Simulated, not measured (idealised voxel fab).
process module | voxel transistor to metal
cross-section cut | 285 nm wide | cells 5 nm
A cross-section is a grid of square cells, given in bands from the top down. A band is one or more rows of cells.
Each band's line starts with the height of the band's top and of its bottom, in nm. Then come its materials from left to right, each with its width in nm. One material with "throughout" fills the band from edge to edge. "air" is empty space.
Height 0 is the level under which the wafer as received is all one material. The lowest band goes on downwards, as in "0 down".
A width such as "30 to 40" changes by the same amount from each row of cells to the next, from the band's top row to its bottom row.
"no change" after a step means that no cell of the cross-section changed.
closed voids: empty space of 8 cells or more with no open way to the top, each as width x height at its distance from the left edge, in nm
after a step's settings: what the simulator itself notes on the step
overlay nm, on a step with a mask: how far to the right of its planned place the mask lay; to the left if negative
plan
1 op RECEIVE | material Si
2 op OXIDIZE | depth nm 5
3 op CONFORMAL_DEP | material SiN | thk nm 10
4 op PATTERN | tone cover | mask id ACTIVE | material resist | width nm 110 | pitch nm 135 | thk nm 20 | overlay nm 0
5 op DIRECTIONAL_ETCH | etch materials SiN | depth nm 10
6 op DIRECTIONAL_ETCH | etch materials SiO2 | depth nm 5
7 op DIRECTIONAL_ETCH | etch materials Si | depth nm 30
8 op STRIP | etch materials resist
9 op OXIDIZE | depth nm 5
10 op FILL_DEP | material SiO2 | thk nm 10
11 op CMP | height nm 10
12 op SELECTIVE_ETCH | etch materials SiO2 | depth nm 10
13 op STRIP | etch materials SiN
14 op SELECTIVE_ETCH | etch materials SiO2 | depth nm 5
15 op OXIDIZE | depth nm 5
16 op DIRECTIONAL_DEP | material polySi | thk nm 30
17 op DIRECTIONAL_DEP | material SiCN | thk nm 15
18 op PATTERN | tone cover | mask id GATE | material resist | width nm 30 | pitch nm 135 | thk nm 20 | overlay nm 0
19 op DIRECTIONAL_ETCH | etch materials SiCN | depth nm 25
20 op DIRECTIONAL_ETCH | etch materials polySi | depth nm 40
21 op STRIP | etch materials resist
22 op CONFORMAL_DEP | material SiO2 | thk nm 5
23 op DIRECTIONAL_ETCH | etch materials SiO2 | depth nm 5
24 op CONFORMAL_DEP | material SiN | thk nm 10
25 op DIRECTIONAL_ETCH | etch materials SiN | depth nm 10
26 op DIRECTIONAL_ETCH | etch materials SiO2 | depth nm 5
27 op DIRECTIONAL_ETCH | etch materials Si | depth nm 10
28 op EPI | material pSi | thk nm 10
29 op FILL_DEP | material SiO2 | thk nm 5
30 op CMP | height nm 25
31 op STRIP | etch materials polySi
32 op SELECTIVE_ETCH | etch materials SiO2 | depth nm 5
33 op CONFORMAL_DEP | material HfO2 | thk nm 5
34 op CONFORMAL_DEP | material TiN | thk nm 5
35 op FILL_DEP | material W | thk nm 10
36 op CMP | height nm 20
37 op DIRECTIONAL_DEP | material SiO2 | thk nm 10
38 op MASKED_ETCH | tone open | mask id CONTACT | width nm 15 | etch materials SiO2 | depth nm 40 | overlay nm 0
39 op CONFORMAL_DEP | material TiN | thk nm 5
40 op FILL_DEP | material Ru | thk nm 10
41 op CMP | height nm 30
42 op CONFORMAL_DEP | material SiN | thk nm 5
43 op DIRECTIONAL_DEP | material lowk | thk nm 20
44 op MASKED_ETCH | tone open | mask id METAL_1 | width nm 15 | etch materials lowk | depth nm 20 | overlay nm 0
45 op MASKED_ETCH | tone open | mask id METAL_1 | width nm 15 | etch materials SiN | depth nm 5 | overlay nm 0
46 op CONFORMAL_DEP | material TiN | thk nm 5
47 op FILL_DEP | material Ru | thk nm 10
48 op CMP | height nm 55
49 op CONFORMAL_DEP | material SiCN | thk nm 5
50 op DIRECTIONAL_DEP | material lowk | thk nm 30
51 op PATTERN | tone open | mask id METAL_2 | material resist | width nm 15 | pitch nm 135 | thk nm 15 | overlay nm 0
52 op DIRECTIONAL_ETCH | etch materials lowk | depth nm 20
53 op STRIP | etch materials resist
54 op MASKED_ETCH | tone open | mask id METAL_2_HOLES | width nm 15 | pitch nm 135 | etch materials lowk | depth nm 10 | overlay nm 0
55 op MASKED_ETCH | tone open | mask id METAL_2_HOLES | width nm 15 | pitch nm 135 | etch materials SiCN | depth nm 5 | overlay nm 0
56 op CONFORMAL_DEP | material TiN | thk nm 5
57 op FILL_DEP | material Cu | thk nm 10
58 op CMP | height nm 90
59 op CONFORMAL_DEP | material SiCN | thk nm 5
as received, after step 1
  0 down: Si throughout
  closed voids: none
first wafer at the end, as planned
  95 to 90: SiCN throughout
  90 to 60: lowk 30 | TiN 5 | Cu 5 | TiN 5 | lowk 120 | TiN 5 | Cu 5 | TiN 5 | lowk 105
  60 to 55: SiCN 30 | TiN 15 | SiCN 120 | TiN 15 | SiCN 105
  55 to 35: lowk 30 | TiN 5 | Ru 5 | TiN 5 | lowk 60 | TiN 5 | Ru 5 | TiN 5 | lowk 45 | TiN 5 | Ru 5 | TiN 5 | lowk 60 | TiN 5 | Ru 5 | TiN 5 | lowk 30
  35 to 30: SiN 30 | TiN 15 | SiN 60 | TiN 15 | SiN 45 | TiN 15 | SiN 60 | TiN 15 | SiN 30
  30 to 20: SiO2 30 | TiN 5 | Ru 5 | TiN 5 | SiO2 60 | TiN 5 | Ru 5 | TiN 5 | SiO2 45 | TiN 5 | Ru 5 | TiN 5 | SiO2 60 | TiN 5 | Ru 5 | TiN 5 | SiO2 30
  20 to 5: SiO2 30 | TiN 5 | Ru 5 | TiN 5 | SiN 10 | HfO2 5 | TiN 5 | W 20 | TiN 5 | HfO2 5 | SiN 10 | TiN 5 | Ru 5 | TiN 5 | SiO2 45 | TiN 5 | Ru 5 | TiN 5 | SiN 10 | HfO2 5 | TiN 5 | W 20 | TiN 5 | HfO2 5 | SiN 10 | TiN 5 | Ru 5 | TiN 5 | SiO2 30
  5 to 0: SiO2 30 | TiN 15 | SiN 10 | HfO2 5 | TiN 5 | W 20 | TiN 5 | HfO2 5 | SiN 10 | TiN 15 | SiO2 45 | TiN 15 | SiN 10 | HfO2 5 | TiN 5 | W 20 | TiN 5 | HfO2 5 | SiN 10 | TiN 15 | SiO2 30
  0 to -5: SiO2 30 | TiN 5 | pSi 10 | SiN 10 | HfO2 5 | TiN 30 | HfO2 5 | SiN 10 | pSi 10 | TiN 5 | SiO2 45 | TiN 5 | pSi 10 | SiN 10 | HfO2 5 | TiN 30 | HfO2 5 | SiN 10 | pSi 10 | TiN 5 | SiO2 30
  -5 to -10: SiO2 30 | TiN 5 | pSi 10 | SiO2 10 | HfO2 40 | SiO2 10 | pSi 10 | TiN 5 | SiO2 45 | TiN 5 | pSi 10 | SiO2 10 | HfO2 40 | SiO2 10 | pSi 10 | TiN 5 | SiO2 30
  -10 to -20: SiO2 25 | pSi 20 | Si 60 | pSi 20 | SiO2 35 | pSi 20 | Si 60 | pSi 20 | SiO2 25
  -20 to -40: SiO2 25 | Si 100 | SiO2 35 | Si 100 | SiO2 25
  -40 down: Si throughout
  closed voids: none
second wafer at the end: like start, like plan, one mistake
  95 to 90: SiCN throughout
  90 to 60: lowk 30 | TiN 5 | Cu 5 | TiN 5 | lowk 120 | TiN 5 | Cu 5 | TiN 5 | lowk 105
  60 to 55: SiCN 30 | TiN 15 | SiCN 120 | TiN 15 | SiCN 105
  55 to 35: lowk 30 | TiN 5 | Ru 5 | TiN 5 | lowk 60 | TiN 5 | Ru 5 | TiN 5 | lowk 45 | TiN 5 | Ru 5 | TiN 5 | lowk 60 | TiN 5 | Ru 5 | TiN 5 | lowk 30
  35 to 30: SiN 30 | TiN 15 | SiN 60 | TiN 15 | SiN 45 | TiN 15 | SiN 60 | TiN 15 | SiN 30
  30 to 20: SiO2 30 | TiN 5 | Ru 5 | TiN 5 | SiO2 60 | TiN 5 | Ru 5 | TiN 5 | SiO2 45 | TiN 5 | Ru 5 | TiN 5 | SiO2 60 | TiN 5 | Ru 5 | TiN 5 | SiO2 30
  20 to 5: SiO2 30 | TiN 5 | Ru 5 | TiN 5 | SiO2 5 | SiN 5 | HfO2 5 | TiN 5 | W 20 | TiN 5 | HfO2 5 | SiN 5 | SiO2 5 | TiN 5 | Ru 5 | TiN 5 | SiO2 45 | TiN 5 | Ru 5 | TiN 5 | SiO2 5 | SiN 5 | HfO2 5 | TiN 5 | W 20 | TiN 5 | HfO2 5 | SiN 5 | SiO2 5 | TiN 5 | Ru 5 | TiN 5 | SiO2 30
  5 to 0: SiO2 30 | TiN 15 | SiO2 5 | SiN 5 | HfO2 5 | TiN 5 | W 20 | TiN 5 | HfO2 5 | SiN 5 | SiO2 5 | TiN 15 | SiO2 45 | TiN 15 | SiO2 5 | SiN 5 | HfO2 5 | TiN 5 | W 20 | TiN 5 | HfO2 5 | SiN 5 | SiO2 5 | TiN 15 | SiO2 30
  0 to -5: SiO2 30 | TiN 10 | pSi 10 | SiN 5 | HfO2 5 | TiN 30 | HfO2 5 | SiN 5 | pSi 10 | TiN 10 | SiO2 45 | TiN 10 | pSi 10 | SiN 5 | HfO2 5 | TiN 30 | HfO2 5 | SiN 5 | pSi 10 | TiN 10 | SiO2 30
  -5 to -10: SiO2 30 | TiN 10 | pSi 10 | SiO2 5 | HfO2 40 | SiO2 5 | pSi 10 | TiN 10 | SiO2 45 | TiN 10 | pSi 10 | SiO2 5 | HfO2 40 | SiO2 5 | pSi 10 | TiN 10 | SiO2 30
  -10 to -20: SiO2 25 | pSi 25 | Si 50 | pSi 25 | SiO2 35 | pSi 25 | Si 50 | pSi 25 | SiO2 25
  -20 to -40: SiO2 25 | Si 100 | SiO2 35 | Si 100 | SiO2 25
  -40 down: Si throughout
  closed voids: none
what went wrong: step 24 ran as: op CONFORMAL_DEP | material SiN | thk nm 5
at the end the second wafer has, in cells: 8 fewer of Si | 20 fewer of SiN | 12 more of SiO2 | 8 more of TiN | 8 more of pSi
